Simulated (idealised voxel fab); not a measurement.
The document below concerns the process module designated voxel spacer lines.
Cross-section cut spans 260 nm and uses square cells 5 nm in size.
Just so we're on the same page, the cross-sections are grids of square cells, and they're listed out in bands top to bottom, each band one or more rows deep.
Heads up on the band format: heights come first, top then bottom, in nm. After that it's the materials left to right, each with its width in nm. A single material flagged "all across" fills the whole band edge to edge, and "blank" means there's empty space there.
Heights are reckoned from 0. Under this level, the received wafer is all of one material. The bottommost band is open-ended downward, for example "0 and below".
Width spec "30->40" -> top row of cells at first value, bottom row at second value, equal per-row change in between.
Where the words "remains unaltered" appear for a step, the cross-section shows no cell changed by that step; every cell remained as before.
Sealed internal voids: empty space of 8 cells or more with no open way to the top, each as width x height at its distance from the left edge, in nm
Note: text after step settings on the step line = simulator remark on that step.
On any step carrying a mask, the "overlay nm" setting, if present on the step's line, tells how far right of its planned place the mask lay; negative values point to the left.
Steps in the process plan
1,RECEIVE with material Si
2,CONFORMAL_DEP with material Al2O3, thk nm 10
3,DIRECTIONAL_DEP with material SiN, thk nm 10
4,DIRECTIONAL_DEP with material aC, thk nm 25
5,PATTERN with tone cover, mask id MANDREL, material resist, width nm 25, pitch nm 70, thk nm 35, overlay nm 0
6,DIRECTIONAL_ETCH with etch materials aC, depth nm 25
7,STRIP with etch materials resist
8,CONFORMAL_DEP with material SiO2, thk nm 10
9,DIRECTIONAL_ETCH with etch materials SiO2, depth nm 10
10,STRIP with etch materials aC
11,DIRECTIONAL_ETCH with etch materials SiN, depth nm 10
12,STRIP with etch materials SiO2
Run as planned: first of two wafers
So this is the incoming wafer in cross-section - it's already been through step 1
- 0 and below: Si all across
- Sealed internal voids: none
Cross-section of the wafer subsequent to step 2
- 10 down to 0: Al2O3 all across
- Beneath the level 0, the cross-section is identical to its previous state.
Cross-section of the wafer subsequent to step 3
- 20 down to 10: SiN all across
- Beneath the level 10, the cross-section is identical to its previous state.
Cross-section of the wafer subsequent to step 4
- 45 down to 20: aC all across
- Beneath the level 20, the cross-section is identical to its previous state.
Cross-section of the wafer subsequent to step 5
- 80 down to 45: 45 of blank, 25 of resist, 45 of blank, 25 of resist, 45 of blank, 25 of resist, 50 of blank
- Beneath the level 45, the cross-section is identical to its previous state.
Cross-section of the wafer subsequent to step 6
- 55 down to 45: 45 of blank, 25 of resist, 45 of blank, 25 of resist, 45 of blank, 25 of resist, 50 of blank
- 45 down to 20: 45 of blank, 25 of aC, 45 of blank, 25 of aC, 45 of blank, 25 of aC, 50 of blank
- Beneath the level 20, the cross-section is identical to its previous state.
Cross-section of the wafer subsequent to step 7
- 45 down to 20: 45 of blank, 25 of aC, 45 of blank, 25 of aC, 45 of blank, 25 of aC, 50 of blank
- Beneath the level 20, the cross-section is identical to its previous state.
Cross-section of the wafer subsequent to step 8
- 55 down to 45: 35 of blank, 45 of SiO2, 25 of blank, 45 of SiO2, 25 of blank, 45 of SiO2, 40 of blank
- 45 down to 30: 35 of blank, 10 of SiO2, 25 of aC, 10 of SiO2, 25 of blank, 10 of SiO2, 25 of aC, 10 of SiO2, 25 of blank, 10 of SiO2, 25 of aC, 10 of SiO2, 40 of blank
- 30 down to 20: 45 of SiO2, 25 of aC, 45 of SiO2, 25 of aC, 45 of SiO2, 25 of aC, 50 of SiO2
- Beneath the level 20, the cross-section is identical to its previous state.
Cross-section of the wafer subsequent to step 9
- 45 down to 20: 35 of blank, 10 of SiO2, 25 of aC, 10 of SiO2, 25 of blank, 10 of SiO2, 25 of aC, 10 of SiO2, 25 of blank, 10 of SiO2, 25 of aC, 10 of SiO2, 40 of blank
- Beneath the level 20, the cross-section is identical to its previous state.
Cross-section of the wafer subsequent to step 10
- 45 down to 20: 35 of blank, 10 of SiO2, 25 of blank, 10 of SiO2, 25 of blank, 10 of SiO2, 25 of blank, 10 of SiO2, 25 of blank, 10 of SiO2, 25 of blank, 10 of SiO2, 40 of blank
- Beneath the level 20, the cross-section is identical to its previous state.
Cross-section of the wafer subsequent to step 11
- 45 down to 20: 35 of blank, 10 of SiO2, 25 of blank, 10 of SiO2, 25 of blank, 10 of SiO2, 25 of blank, 10 of SiO2, 25 of blank, 10 of SiO2, 25 of blank, 10 of SiO2, 40 of blank
- 20 down to 10: 35 of blank, 10 of SiN, 25 of blank, 10 of SiN, 25 of blank, 10 of SiN, 25 of blank, 10 of SiN, 25 of blank, 10 of SiN, 25 of blank, 10 of SiN, 40 of blank
- Beneath the level 10, the cross-section is identical to its previous state.
Cross-section of the wafer subsequent to step 12
- 20 down to 10: 35 of blank, 10 of SiN, 25 of blank, 10 of SiN, 25 of blank, 10 of SiN, 25 of blank, 10 of SiN, 25 of blank, 10 of SiN, 25 of blank, 10 of SiN, 40 of blank
- Beneath the level 10, the cross-section is identical to its previous state.
Second wafer: same start and same plan as the first, one execution error; identical to the first through step 1
when step 2 should have ended
- 5 down to 0: Al2O3 all across
- Beneath the level 0, the cross-section is identical to its previous state.
when step 3 should have ended
- 15 down to 5: SiN all across
- Beneath the level 5, the cross-section is identical to its previous state.
when step 4 should have ended
- 40 down to 15: aC all across
- Beneath the level 15, the cross-section is identical to its previous state.
when step 5 should have ended
- 75 down to 40: 45 of blank, 25 of resist, 45 of blank, 25 of resist, 45 of blank, 25 of resist, 50 of blank
- Beneath the level 40, the cross-section is identical to its previous state.
when step 6 should have ended
- 50 down to 40: 45 of blank, 25 of resist, 45 of blank, 25 of resist, 45 of blank, 25 of resist, 50 of blank
- 40 down to 15: 45 of blank, 25 of aC, 45 of blank, 25 of aC, 45 of blank, 25 of aC, 50 of blank
- Beneath the level 15, the cross-section is identical to its previous state.
when step 7 should have ended
- 40 down to 15: 45 of blank, 25 of aC, 45 of blank, 25 of aC, 45 of blank, 25 of aC, 50 of blank
- Beneath the level 15, the cross-section is identical to its previous state.
when step 8 should have ended
- 50 down to 40: 35 of blank, 45 of SiO2, 25 of blank, 45 of SiO2, 25 of blank, 45 of SiO2, 40 of blank
- 40 down to 25: 35 of blank, 10 of SiO2, 25 of aC, 10 of SiO2, 25 of blank, 10 of SiO2, 25 of aC, 10 of SiO2, 25 of blank, 10 of SiO2, 25 of aC, 10 of SiO2, 40 of blank
- 25 down to 15: 45 of SiO2, 25 of aC, 45 of SiO2, 25 of aC, 45 of SiO2, 25 of aC, 50 of SiO2
- Beneath the level 15, the cross-section is identical to its previous state.
when step 9 should have ended
- 40 down to 15: 35 of blank, 10 of SiO2, 25 of aC, 10 of SiO2, 25 of blank, 10 of SiO2, 25 of aC, 10 of SiO2, 25 of blank, 10 of SiO2, 25 of aC, 10 of SiO2, 40 of blank
- Beneath the level 15, the cross-section is identical to its previous state.
when step 10 should have ended
- 40 down to 15: 35 of blank, 10 of SiO2, 25 of blank, 10 of SiO2, 25 of blank, 10 of SiO2, 25 of blank, 10 of SiO2, 25 of blank, 10 of SiO2, 25 of blank, 10 of SiO2, 40 of blank
- Beneath the level 15, the cross-section is identical to its previous state.
when step 11 should have ended
- 40 down to 15: 35 of blank, 10 of SiO2, 25 of blank, 10 of SiO2, 25 of blank, 10 of SiO2, 25 of blank, 10 of SiO2, 25 of blank, 10 of SiO2, 25 of blank, 10 of SiO2, 40 of blank
- 15 down to 5: 35 of blank, 10 of SiN, 25 of blank, 10 of SiN, 25 of blank, 10 of SiN, 25 of blank, 10 of SiN, 25 of blank, 10 of SiN, 25 of blank, 10 of SiN, 40 of blank
- Beneath the level 5, the cross-section is identical to its previous state.
when step 12 should have ended
- 15 down to 5: 35 of blank, 10 of SiN, 25 of blank, 10 of SiN, 25 of blank, 10 of SiN, 25 of blank, 10 of SiN, 25 of blank, 10 of SiN, 25 of blank, 10 of SiN, 40 of blank
- Beneath the level 5, the cross-section is identical to its previous state.
Diagnosis: not per plan at step 2, really ran CONFORMAL_DEP with material Al2O3, thk nm 5
In the final state, the cell counts of the second wafer exceed or fall short of those of the first for the following materials: Al2O3 -52
